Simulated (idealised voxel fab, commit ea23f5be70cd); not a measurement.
You're looking at the process module voxel transistor to metal.
It is cross-section cut that appears here, measuring 245 nm in width, its square cells being 5 nm in size.
How to read a cross-section here: the picture is a grid of square cells, written as bands going from the top down, and any band can span one or more rows of cells. In this notation a band is specified by the heights of its top and bottom, in that order and in nm, after which its materials appear from left to right, each paired with its width in nm. The word "everywhere" attached to a single material means that material fills the band from edge to edge; the word "air" stands for empty space. Height datum 0, below which the as-received substrate wafer is one material. Lowest band open at the bottom, running downward: "top 0, no bottom". The expression "30 to 40" gives the width at the extremes of the band, the first number at its top row of cells and the second at its bottom row, with the width changing by equal amounts from each row to the next in between. When a step is marked "nothing was modified", none of the cells in the cross-section changed during that step. Closed empty spaces (no open way to the top) of 8 cells or more are what "Enclosed cavity list" lists, each as width x height at distance from the left edge, nm for all three. Whatever follows a step's settings on its line is a remark the simulator itself makes about that step. Regarding "overlay nm": on a step with a mask, it is the distance the mask lay to the right of its planned place; a negative value places it to the left.
Steps planned for the process:
1: RECEIVE,material Si
2: OXIDIZE,depth nm 5
3: CONFORMAL_DEP,material SiN,thk nm 10
4: MASKED_ETCH,tone cover,mask id ACTIVE,width nm 95,pitch nm 115,etch materials SiN,depth nm 10,overlay nm 0
5: MASKED_ETCH,tone cover,mask id ACTIVE,width nm 95,pitch nm 115,etch materials SiO2,depth nm 5,overlay nm 0
6: MASKED_ETCH,tone cover,mask id ACTIVE,width nm 95,pitch nm 115,etch materials Si,depth nm 35,overlay nm 0
7: OXIDIZE,depth nm 5
8: FILL_DEP,material SiO2,thk nm 10
9: CMP,height nm 10
10: SELECTIVE_ETCH,etch materials SiO2,depth nm 10
11: STRIP,etch materials SiN
12: SELECTIVE_ETCH,etch materials SiO2,depth nm 5
13: OXIDIZE,depth nm 5
14: DIRECTIONAL_DEP,material polySi,thk nm 30
15: DIRECTIONAL_DEP,material SiCN,thk nm 15
16: MASKED_ETCH,tone cover,mask id GATE,width nm 25,pitch nm 115,etch materials SiCN,depth nm 25,overlay nm 0
17: MASKED_ETCH,tone cover,mask id GATE,width nm 25,pitch nm 115,etch materials polySi,depth nm 40,overlay nm 0
18: CONFORMAL_DEP,material SiN,thk nm 10
19: DIRECTIONAL_ETCH,etch materials SiN,depth nm 10
20: DIRECTIONAL_ETCH,etch materials SiO2,depth nm 5
21: DIRECTIONAL_ETCH,etch materials Si,depth nm 10
22: EPI,material SiGe,thk nm 10
23: FILL_DEP,material SiO2,thk nm 5
24: CMP,height nm 25
25: STRIP,etch materials polySi
26: SELECTIVE_ETCH,etch materials SiO2,depth nm 5
27: CONFORMAL_DEP,material HfO2,thk nm 5
28: CONFORMAL_DEP,material TiN,thk nm 5
29: FILL_DEP,material W,thk nm 10
30: CMP,height nm 20
31: DIRECTIONAL_DEP,material SiO2,thk nm 15
32: DIRECTIONAL_DEP,material aC,thk nm 10
33: PATTERN,tone open,mask id CONTACT,material resist,width nm 15,thk nm 30,overlay nm 0
34: DIRECTIONAL_ETCH,etch materials aC,depth nm 10
35: STRIP,etch materials resist
36: DIRECTIONAL_ETCH,etch materials SiO2,depth nm 45
37: STRIP,etch materials aC
38: CONFORMAL_DEP,material TiN,thk nm 5
39: FILL_DEP,material W,thk nm 5
40: CMP,height nm 35
41: CONFORMAL_DEP,material SiCN,thk nm 5
42: DIRECTIONAL_DEP,material lowk,thk nm 25
43: DIRECTIONAL_DEP,material aC,thk nm 15
44: PATTERN,tone open,mask id METAL_1,material resist,width nm 15,thk nm 35,overlay nm 0
45: DIRECTIONAL_ETCH,etch materials aC,depth nm 15
46: STRIP,etch materials resist
47: DIRECTIONAL_ETCH,etch materials lowk,depth nm 25
48: DIRECTIONAL_ETCH,etch materials SiCN,depth nm 5
49: STRIP,etch materials aC
50: CONFORMAL_DEP,material TiN,thk nm 5
51: FILL_DEP,material Cu,thk nm 10
52: CMP,height nm 65
53: CONFORMAL_DEP,material SiCN,thk nm 5
54: DIRECTIONAL_DEP,material SiO2,thk nm 25
55: DIRECTIONAL_DEP,material aC,thk nm 10
56: PATTERN,tone open,mask id METAL_2,material resist,width nm 15,pitch nm 115,thk nm 25,overlay nm 0
57: DIRECTIONAL_ETCH,etch materials aC,depth nm 10
58: STRIP,etch materials resist
59: DIRECTIONAL_ETCH,etch materials SiO2,depth nm 15
60: STRIP,etch materials aC
61: DIRECTIONAL_DEP,material aC,thk nm 15
62: PATTERN,tone open,mask id METAL_2_HOLES,material resist,width nm 15,pitch nm 115,thk nm 35,overlay nm 0
63: DIRECTIONAL_ETCH,etch materials aC,depth nm 15
64: STRIP,etch materials resist
65: DIRECTIONAL_ETCH,etch materials SiO2,depth nm 10
66: DIRECTIONAL_ETCH,etch materials SiCN,depth nm 5
67: STRIP,etch materials aC
68: CONFORMAL_DEP,material TiN,thk nm 5
69: FILL_DEP,material Cu,thk nm 10
70: CMP,height nm 95
71: CONFORMAL_DEP,material SiN,thk nm 5
Delivered wafer in cross-section: state after step 1:
  top 0, no bottom = Si everywhere
  Enclosed cavity list: none
Cross-sectional image of the first of two wafers at the end of the module, the run having proceeded as planned:
  top 100, bottom 95 = SiN everywhere
  top 95, bottom 70 = 20 SiO2  5 TiN  5 Cu  5 TiN  100 SiO2  5 TiN  5 Cu  5 TiN  95 SiO2
  top 70, bottom 65 = 20 SiCN  15 TiN  100 SiCN  15 TiN  95 SiCN
  top 65, bottom 40 = 20 lowk  5 TiN  5 Cu  5 TiN  55 lowk  5 TiN  5 Cu  5 TiN  30 lowk  5 TiN  5 Cu  5 TiN  55 lowk  5 TiN  5 Cu  5 TiN  25 lowk
  top 40, bottom 35 = 20 SiCN  15 TiN  55 SiCN  15 TiN  30 SiCN  15 TiN  55 SiCN  15 TiN  25 SiCN
  top 35, bottom 20 = 20 SiO2  5 TiN  5 W  5 TiN  55 SiO2  5 TiN  5 W  5 TiN  30 SiO2  5 TiN  5 W  5 TiN  55 SiO2  5 TiN  5 W  5 TiN  25 SiO2
  top 20, bottom 5 = 20 SiO2  5 TiN  5 W  5 TiN  5 SiO2  10 SiN  5 HfO2  5 TiN  5 W  5 TiN  5 HfO2  10 SiN  5 SiO2  5 TiN  5 W  5 TiN  30 SiO2  5 TiN  5 W  5 TiN  5 SiO2  10 SiN  5 HfO2  5 TiN  5 W  5 TiN  5 HfO2  10 SiN  5 SiO2  5 TiN  5 W  5 TiN  25 SiO2
  top 5, bottom 0 = 20 SiO2  15 TiN  5 SiO2  10 SiN  5 HfO2  5 TiN  5 W  5 TiN  5 HfO2  10 SiN  5 SiO2  15 TiN  30 SiO2  15 TiN  5 SiO2  10 SiN  5 HfO2  5 TiN  5 W  5 TiN  5 HfO2  10 SiN  5 SiO2  15 TiN  25 SiO2
  top 0, bottom -5 = 20 SiO2  10 TiN  10 SiGe  10 SiN  5 HfO2  15 TiN  5 HfO2  10 SiN  10 SiGe  10 TiN  30 SiO2  10 TiN  10 SiGe  10 SiN  5 HfO2  15 TiN  5 HfO2  10 SiN  10 SiGe  10 TiN  25 SiO2
  top -5, bottom -10 = 20 SiO2  10 TiN  10 SiGe  5 SiO2  35 HfO2  5 SiO2  10 SiGe  10 TiN  30 SiO2  10 TiN  10 SiGe  5 SiO2  35 HfO2  5 SiO2  10 SiGe  10 TiN  25 SiO2
  top -10, bottom -20 = 20 SiO2  20 SiGe  45 Si  20 SiGe  30 SiO2  20 SiGe  45 Si  20 SiGe  25 SiO2
  top -20, bottom -45 = 20 SiO2  85 Si  30 SiO2  85 Si  25 SiO2
  top -45, no bottom = Si everywhere
  Enclosed cavity list: none
Here is the second of the two wafers cut open at the end of the module - same start, same plan as the first one, but we made one mistake running it:
  top 100, bottom 95 = SiN everywhere
  top 95, bottom 85 = 15 SiO2  5 to 10 TiN  15 to 5 Cu  5 to 10 TiN  90 SiO2  5 to 10 TiN  15 to 5 Cu  5 to 10 TiN  90 SiO2
  top 85, bottom 70 = 20 SiO2  5 TiN  5 Cu  5 TiN  100 SiO2  5 TiN  5 Cu  5 TiN  95 SiO2
  top 70, bottom 65 = 20 SiCN  15 TiN  100 SiCN  15 TiN  95 SiCN
  top 65, bottom 40 = 20 lowk  5 TiN  5 Cu  5 TiN  55 lowk  5 TiN  5 Cu  5 TiN  30 lowk  5 TiN  5 Cu  5 TiN  55 lowk  5 TiN  5 Cu  5 TiN  25 lowk
  top 40, bottom 35 = 20 SiCN  15 TiN  55 SiCN  15 TiN  30 SiCN  15 TiN  55 SiCN  15 TiN  25 SiCN
  top 35, bottom 20 = 20 SiO2  5 TiN  5 W  5 TiN  55 SiO2  5 TiN  5 W  5 TiN  30 SiO2  5 TiN  5 W  5 TiN  55 SiO2  5 TiN  5 W  5 TiN  25 SiO2
  top 20, bottom 5 = 20 SiO2  5 TiN  5 W  5 TiN  5 SiO2  10 SiN  5 HfO2  5 TiN  5 W  5 TiN  5 HfO2  10 SiN  5 SiO2  5 TiN  5 W  5 TiN  30 SiO2  5 TiN  5 W  5 TiN  5 SiO2  10 SiN  5 HfO2  5 TiN  5 W  5 TiN  5 HfO2  10 SiN  5 SiO2  5 TiN  5 W  5 TiN  25 SiO2
  top 5, bottom 0 = 20 SiO2  15 TiN  5 SiO2  10 SiN  5 HfO2  5 TiN  5 W  5 TiN  5 HfO2  10 SiN  5 SiO2  15 TiN  30 SiO2  15 TiN  5 SiO2  10 SiN  5 HfO2  5 TiN  5 W  5 TiN  5 HfO2  10 SiN  5 SiO2  15 TiN  25 SiO2
  top 0, bottom -5 = 20 SiO2  10 TiN  10 SiGe  10 SiN  5 HfO2  15 TiN  5 HfO2  10 SiN  10 SiGe  10 TiN  30 SiO2  10 TiN  10 SiGe  10 SiN  5 HfO2  15 TiN  5 HfO2  10 SiN  10 SiGe  10 TiN  25 SiO2
  top -5, bottom -10 = 20 SiO2  10 TiN  10 SiGe  5 SiO2  35 HfO2  5 SiO2  10 SiGe  10 TiN  30 SiO2  10 TiN  10 SiGe  5 SiO2  35 HfO2  5 SiO2  10 SiGe  10 TiN  25 SiO2
  top -10, bottom -20 = 20 SiO2  20 SiGe  45 Si  20 SiGe  30 SiO2  20 SiGe  45 Si  20 SiGe  25 SiO2
  top -20, bottom -45 = 20 SiO2  85 Si  30 SiO2  85 Si  25 SiO2
  top -45, no bottom = Si everywhere
  Enclosed cavity list: none
It is concluded that the wafer was processed incorrectly with respect to the plan, in that so step 62 ended up running with a different setting than we planned, it ran as PATTERN,tone open,mask id METAL_2_HOLES,material resist,width nm 25,pitch nm 115,thk nm 35,overlay nm 0
Final cells, second wafer relative to first, materials higher or lower: Cu: 4 more | SiO2: 8 fewer | TiN: 4 more
